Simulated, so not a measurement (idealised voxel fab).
The following process module bears the name voxel self aligned vias.
The cross-section shown here is cut; it is 155 nm wide and divided into square cells measuring 5 nm on a side.
Cross-sections here: square-cell grids, written as top-down lists of bands, a band being one or more rows of cells.
The band entry comprises the height of the band's top followed by the height of its bottom, expressed in nm, and subsequently the band's materials from left to right, each stated together with its width in nm. Where a single material is marked with the word "full width", that material fills the band from edge to edge. The word "empty" represents empty space.
Heights are reckoned from 0. Under this level, the received wafer is all of one material. The bottommost band is open-ended downward, for example "0 down".
The width entry "30->40" should be interpreted row by row: the top row of cells in the band takes the first number, the bottom row takes the second number, and the change between adjacent rows is uniform throughout.
"no alteration" means the step left every cell of the cross-section as it was.
Each empty space that has no open way to the top and spans at least 8 cells appears under "Enclosed cavities" as width x height at distance, the distance counted from the left edge, all in nm.
What comes after the settings on a step's line is commentary from the simulator itself on that step.
When a step includes a mask, the "overlay nm" setting on its line states how far to the right of its planned place that mask lay, and negative values state how far to the left.
SO HERE'S THE LINEUP OF PROCESS STEPS WE PLANNED
1) RECEIVE (material Si)
2) CONFORMAL_DEP (material SiO2; thk nm 15)
3) CONFORMAL_DEP (material SiCN; thk nm 5)
4) DIRECTIONAL_DEP (material lowk; thk nm 30)
5) DIRECTIONAL_DEP (material aC; thk nm 15)
6) PATTERN (tone open; mask id LINES; material resist; width nm 25; pitch nm 75; thk nm 35; overlay nm 0)
7) DIRECTIONAL_ETCH (etch materials aC; depth nm 15)
8) STRIP (etch materials resist)
9) DIRECTIONAL_ETCH (etch materials lowk; depth nm 30)
10) STRIP (etch materials aC)
11) CONFORMAL_DEP (material TiN; thk nm 5)
12) FILL_DEP (material Ru; thk nm 5)
13) CMP (height nm 50)
14) SELECTIVE_ETCH (etch materials W Ru TiN; depth nm 5)
15) FILL_DEP (material SiN; thk nm 10)
16) CMP (height nm 50)
17) DIRECTIONAL_DEP (material lowk; thk nm 20)
18) DIRECTIONAL_DEP (material aC; thk nm 10)
19) PATTERN (tone open; mask id VIAS; material resist; width nm 45; pitch nm 75; thk nm 30; overlay nm 0)
20) DIRECTIONAL_ETCH (etch materials aC; depth nm 10)
21) STRIP (etch materials resist)
22) DIRECTIONAL_ETCH (etch materials lowk; depth nm 20)
23) DIRECTIONAL_ETCH (etch materials SiN; depth nm 5)
24) STRIP (etch materials aC)
25) CONFORMAL_DEP (material TiN; thk nm 5)
26) FILL_DEP (material Ru; thk nm 10)
27) CMP (height nm 70)
28) CONFORMAL_DEP (material SiCN; thk nm 5)
SO THIS IS THE INCOMING WAFER IN CROSS-SECTION - IT'S ALREADY BEEN THROUGH STEP 1
* 0 down | Si full width
* Enclosed cavities: none
FIRST WAFER AT THE END, AS PLANNED
* 75 to 70 | SiCN full width
* 70 to 55 | lowk 15 nm; TiN 5 nm; Ru 35 nm; TiN 5 nm; lowk 30 nm; TiN 5 nm; Ru 35 nm; TiN 5 nm; lowk 20 nm
* 55 to 50 | lowk 15 nm; TiN 15 nm; Ru 15 nm; TiN 15 nm; lowk 30 nm; TiN 15 nm; Ru 15 nm; TiN 15 nm; lowk 20 nm
* 50 to 45 | lowk 25 nm; TiN 25 nm; lowk 50 nm; TiN 25 nm; lowk 30 nm
* 45 to 25 | lowk 25 nm; TiN 5 nm; Ru 15 nm; TiN 5 nm; lowk 50 nm; TiN 5 nm; Ru 15 nm; TiN 5 nm; lowk 30 nm
* 25 to 20 | lowk 25 nm; TiN 25 nm; lowk 50 nm; TiN 25 nm; lowk 30 nm
* 20 to 15 | SiCN full width
* 15 to 0 | SiO2 full width
* 0 down | Si full width
* Enclosed cavities: none
SECOND WAFER OF THE TWO, SECTIONED AT THE END OF THE MODULE. IT BEGAN LIKE THE FIRST AND FOLLOWED THE SAME PLAN, BUT ONE MISTAKE WAS MADE WHILE RUNNING IT
* 75 to 70 | SiCN full width
* 70 to 55 | lowk 15 nm; TiN 5 nm; Ru 35 nm; TiN 5 nm; lowk 30 nm; TiN 5 nm; Ru 35 nm; TiN 5 nm; lowk 20 nm
* 55 to 50 | lowk 15 nm; TiN 15 nm; Ru 15 nm; TiN 15 nm; lowk 30 nm; TiN 15 nm; Ru 15 nm; TiN 15 nm; lowk 20 nm
* 50 to 45 | lowk 25 nm; TiN 25 nm; lowk 50 nm; TiN 25 nm; lowk 30 nm
* 45 to 40 | lowk 25 nm; TiN 5 nm; Ru 15 nm; TiN 5 nm; lowk 50 nm; TiN 5 nm; Ru 15 nm; TiN 5 nm; lowk 30 nm
* 40 to 35 | lowk 25 nm; TiN 25 nm; lowk 50 nm; TiN 25 nm; lowk 30 nm
* 35 to 30 | SiCN full width
* 30 to 0 | SiO2 full width
* 0 down | Si full width
* Enclosed cavities: none
The mistake made against the process plan was this: execution of plan step 2 occurred twice
Once processing is complete, comparing cell counts shows that the second wafer has more or fewer of certain materials than the first: Ru -18 | SiO2 +93 | TiN -12 | lowk -63
